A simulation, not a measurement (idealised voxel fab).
This is a process module. Its name is voxel spacer lines.
Square cell edge 5 nm, section width 265 nm, ID cut.
Cross-section = grid of square cells, listed top down in bands; band = one or more rows.
The entry gives the band's vertical extent as a top height and a bottom height in nm, then its horizontal make-up as materials from left to right, each with a width in nm. "empty" stands for empty space; a single material marked "edge to edge" fills the band edge to edge.
Height datum 0, below which the as-received substrate wafer is one material. Lowest band open at the bottom, running downward: "0 nm and below".
With a width like "30..40", each row of cells in the band differs from the next by the same amount, the top row carrying the first number and the bottom row the second.
What does "remained the same" mean for a step? It means no cell of the cross-section changed in that step.
So "Closed void listing" is basically the list of trapped voids: any empty space of 8 cells or more that can't reach the top through an opening. They're written width x height at distance, the distance being from the left edge, and it's all nm.
On each step's line, the part that comes after the settings is the simulator's own comment on the step.
The "overlay nm" setting may appear on a step's line; for a step that uses a mask, it gives how far to the right of its planned position the mask lay, and a negative value indicates the left.

PROCESS STEPS - PLAN
step 1: op RECEIVE | material Si
step 2: op CONFORMAL_DEP | material SiO2 | thk nm 10
step 3: op DIRECTIONAL_DEP | material polySi | thk nm 20
step 4: op DIRECTIONAL_DEP | material aC | thk nm 20
step 5: op PATTERN | tone cover | mask id MANDREL | material resist | width nm 20 | pitch nm 60 | thk nm 30 | overlay nm 0
step 6: op DIRECTIONAL_ETCH | etch materials aC | depth nm 20
step 7: op STRIP | etch materials resist
step 8: op CONFORMAL_DEP | material SiN | thk nm 10
step 9: op DIRECTIONAL_ETCH | etch materials SiN | depth nm 10
step 10: op STRIP | etch materials aC
step 11: op DIRECTIONAL_ETCH | etch materials polySi | depth nm 20
step 12: op STRIP | etch materials SiN
step 13: op FILL_DEP | material SiO2 | thk nm 5
step 14: op CMP | height nm 30

FIRST WAFER OF TWO (RUN AS PLANNED)

SHOWN IN CROSS-SECTION IS THE WAFER AS RECEIVED, THAT IS, AS IT STANDS AFTER STEP 1
  0 nm and below: Si edge to edge
  Closed void listing: none

CROSS-SECTION: WAFER STATE AFTER STEP 2
  10 nm to 0 nm: SiO2 edge to edge
  Nothing below the height 0 has changed.

CROSS-SECTION: WAFER STATE AFTER STEP 3
  30 nm to 10 nm: polySi edge to edge
  Nothing below the height 10 has changed.

CROSS-SECTION: WAFER STATE AFTER STEP 4
  50 nm to 30 nm: aC edge to edge
  Nothing below the height 30 has changed.

CROSS-SECTION: WAFER STATE AFTER STEP 5
  80 nm to 50 nm: 60 nm empty / 20 nm resist / 40 nm empty / 20 nm resist / 40 nm empty / 20 nm resist / 65 nm empty
  Nothing below the height 50 has changed.

CROSS-SECTION: WAFER STATE AFTER STEP 6
  60 nm to 50 nm: 60 nm empty / 20 nm resist / 40 nm empty / 20 nm resist / 40 nm empty / 20 nm resist / 65 nm empty
  50 nm to 30 nm: 60 nm empty / 20 nm aC / 40 nm empty / 20 nm aC / 40 nm empty / 20 nm aC / 65 nm empty
  Nothing below the height 30 has changed.

CROSS-SECTION: WAFER STATE AFTER STEP 7
  50 nm to 30 nm: 60 nm empty / 20 nm aC / 40 nm empty / 20 nm aC / 40 nm empty / 20 nm aC / 65 nm empty
  Nothing below the height 30 has changed.

CROSS-SECTION: WAFER STATE AFTER STEP 8
  60 nm to 50 nm: 50 nm empty / 40 nm SiN / 20 nm empty / 40 nm SiN / 20 nm empty / 40 nm SiN / 55 nm empty
  50 nm to 40 nm: 50 nm empty / 10 nm SiN / 20 nm aC / 10 nm SiN / 20 nm empty / 10 nm SiN / 20 nm aC / 10 nm SiN / 20 nm empty / 10 nm SiN / 20 nm aC / 10 nm SiN / 55 nm empty
  40 nm to 30 nm: 60 nm SiN / 20 nm aC / 40 nm SiN / 20 nm aC / 40 nm SiN / 20 nm aC / 65 nm SiN
  Nothing below the height 30 has changed.

CROSS-SECTION: WAFER STATE AFTER STEP 9
  50 nm to 30 nm: 50 nm empty / 10 nm SiN / 20 nm aC / 10 nm SiN / 20 nm empty / 10 nm SiN / 20 nm aC / 10 nm SiN / 20 nm empty / 10 nm SiN / 20 nm aC / 10 nm SiN / 55 nm empty
  Nothing below the height 30 has changed.

CROSS-SECTION: WAFER STATE AFTER STEP 10
  50 nm to 30 nm: 50 nm empty / 10 nm SiN / 20 nm empty / 10 nm SiN / 20 nm empty / 10 nm SiN / 20 nm empty / 10 nm SiN / 20 nm empty / 10 nm SiN / 20 nm empty / 10 nm SiN / 55 nm empty
  Nothing below the height 30 has changed.

CROSS-SECTION: WAFER STATE AFTER STEP 11
  50 nm to 30 nm: 50 nm empty / 10 nm SiN / 20 nm empty / 10 nm SiN / 20 nm empty / 10 nm SiN / 20 nm empty / 10 nm SiN / 20 nm empty / 10 nm SiN / 20 nm empty / 10 nm SiN / 55 nm empty
  30 nm to 10 nm: 50 nm empty / 10 nm polySi / 20 nm empty / 10 nm polySi / 20 nm empty / 10 nm polySi / 20 nm empty / 10 nm polySi / 20 nm empty / 10 nm polySi / 20 nm empty / 10 nm polySi / 55 nm empty
  Nothing below the height 10 has changed.

CROSS-SECTION: WAFER STATE AFTER STEP 12
  30 nm to 10 nm: 50 nm empty / 10 nm polySi / 20 nm empty / 10 nm polySi / 20 nm empty / 10 nm polySi / 20 nm empty / 10 nm polySi / 20 nm empty / 10 nm polySi / 20 nm empty / 10 nm polySi / 55 nm empty
  Nothing below the height 10 has changed.

CROSS-SECTION: WAFER STATE AFTER STEP 13
  35 nm to 30 nm: SiO2 edge to edge
  30 nm to 10 nm: 50 nm SiO2 / 10 nm polySi / 20 nm SiO2 / 10 nm polySi / 20 nm SiO2 / 10 nm polySi / 20 nm SiO2 / 10 nm polySi / 20 nm SiO2 / 10 nm polySi / 20 nm SiO2 / 10 nm polySi / 55 nm SiO2
  Nothing below the height 10 has changed.

CROSS-SECTION: WAFER STATE AFTER STEP 14
  30 nm to 10 nm: 50 nm SiO2 / 10 nm polySi / 20 nm SiO2 / 10 nm polySi / 20 nm SiO2 / 10 nm polySi / 20 nm SiO2 / 10 nm polySi / 20 nm SiO2 / 10 nm polySi / 20 nm SiO2 / 10 nm polySi / 55 nm SiO2
  Nothing below the height 10 has changed.

THE SECOND WAFER WAS PREPARED FROM THE SAME STARTING POINT AND UNDER THE SAME PLAN AS THE FIRST; ITS PROCESSING CONTAINED ONE MISTAKE, AND IT REMAINS INDISTINGUISHABLE FROM THE FIRST WAFER UP TO AND INCLUDING STEP 1

SECOND WAFER: CROSS-SECTION AT THE SCHEDULED END OF STEP 2
  20 nm to 0 nm: polySi edge to edge
  Nothing below the height 0 has changed.

SECOND WAFER: CROSS-SECTION AT THE SCHEDULED END OF STEP 3
  30 nm to 20 nm: SiO2 edge to edge
  Nothing below the height 20 has changed.

SECOND WAFER: CROSS-SECTION AT THE SCHEDULED END OF STEP 4
  50 nm to 30 nm: aC edge to edge
  Nothing below the height 30 has changed.

SECOND WAFER: CROSS-SECTION AT THE SCHEDULED END OF STEP 5
  80 nm to 50 nm: 60 nm empty / 20 nm resist / 40 nm empty / 20 nm resist / 40 nm empty / 20 nm resist / 65 nm empty
  Nothing below the height 50 has changed.

SECOND WAFER: CROSS-SECTION AT THE SCHEDULED END OF STEP 6
  60 nm to 50 nm: 60 nm empty / 20 nm resist / 40 nm empty / 20 nm resist / 40 nm empty / 20 nm resist / 65 nm empty
  50 nm to 30 nm: 60 nm empty / 20 nm aC / 40 nm empty / 20 nm aC / 40 nm empty / 20 nm aC / 65 nm empty
  Nothing below the height 30 has changed.

SECOND WAFER: CROSS-SECTION AT THE SCHEDULED END OF STEP 7
  50 nm to 30 nm: 60 nm empty / 20 nm aC / 40 nm empty / 20 nm aC / 40 nm empty / 20 nm aC / 65 nm empty
  Nothing below the height 30 has changed.

SECOND WAFER: CROSS-SECTION AT THE SCHEDULED END OF STEP 8
  60 nm to 50 nm: 50 nm empty / 40 nm SiN / 20 nm empty / 40 nm SiN / 20 nm empty / 40 nm SiN / 55 nm empty
  50 nm to 40 nm: 50 nm empty / 10 nm SiN / 20 nm aC / 10 nm SiN / 20 nm empty / 10 nm SiN / 20 nm aC / 10 nm SiN / 20 nm empty / 10 nm SiN / 20 nm aC / 10 nm SiN / 55 nm empty
  40 nm to 30 nm: 60 nm SiN / 20 nm aC / 40 nm SiN / 20 nm aC / 40 nm SiN / 20 nm aC / 65 nm SiN
  Nothing below the height 30 has changed.

SECOND WAFER: CROSS-SECTION AT THE SCHEDULED END OF STEP 9
  50 nm to 30 nm: 50 nm empty / 10 nm SiN / 20 nm aC / 10 nm SiN / 20 nm empty / 10 nm SiN / 20 nm aC / 10 nm SiN / 20 nm empty / 10 nm SiN / 20 nm aC / 10 nm SiN / 55 nm empty
  Nothing below the height 30 has changed.

SECOND WAFER: CROSS-SECTION AT THE SCHEDULED END OF STEP 10
  50 nm to 30 nm: 50 nm empty / 10 nm SiN / 20 nm empty / 10 nm SiN / 20 nm empty / 10 nm SiN / 20 nm empty / 10 nm SiN / 20 nm empty / 10 nm SiN / 20 nm empty / 10 nm SiN / 55 nm empty
  Nothing below the height 30 has changed.

Second wafer: cross-section at the scheduled end of step 11: remained the same

SECOND WAFER: CROSS-SECTION AT THE SCHEDULED END OF STEP 12
  30 nm to 20 nm: SiO2 edge to edge
  Nothing below the height 20 has changed.

SECOND WAFER: CROSS-SECTION AT THE SCHEDULED END OF STEP 13
  35 nm to 20 nm: SiO2 edge to edge
  Nothing below the height 20 has changed.

SECOND WAFER: CROSS-SECTION AT THE SCHEDULED END OF STEP 14
  30 nm to 20 nm: SiO2 edge to edge
  Nothing below the height 20 has changed.
What broke from the plan during processing? contrary to the plan, steps 2 and 3 were processed in exchanged order
Counted in cells at the end, the second wafer holds more or fewer of these materials than the first: SiO2: 164 fewer, polySi: 164 more
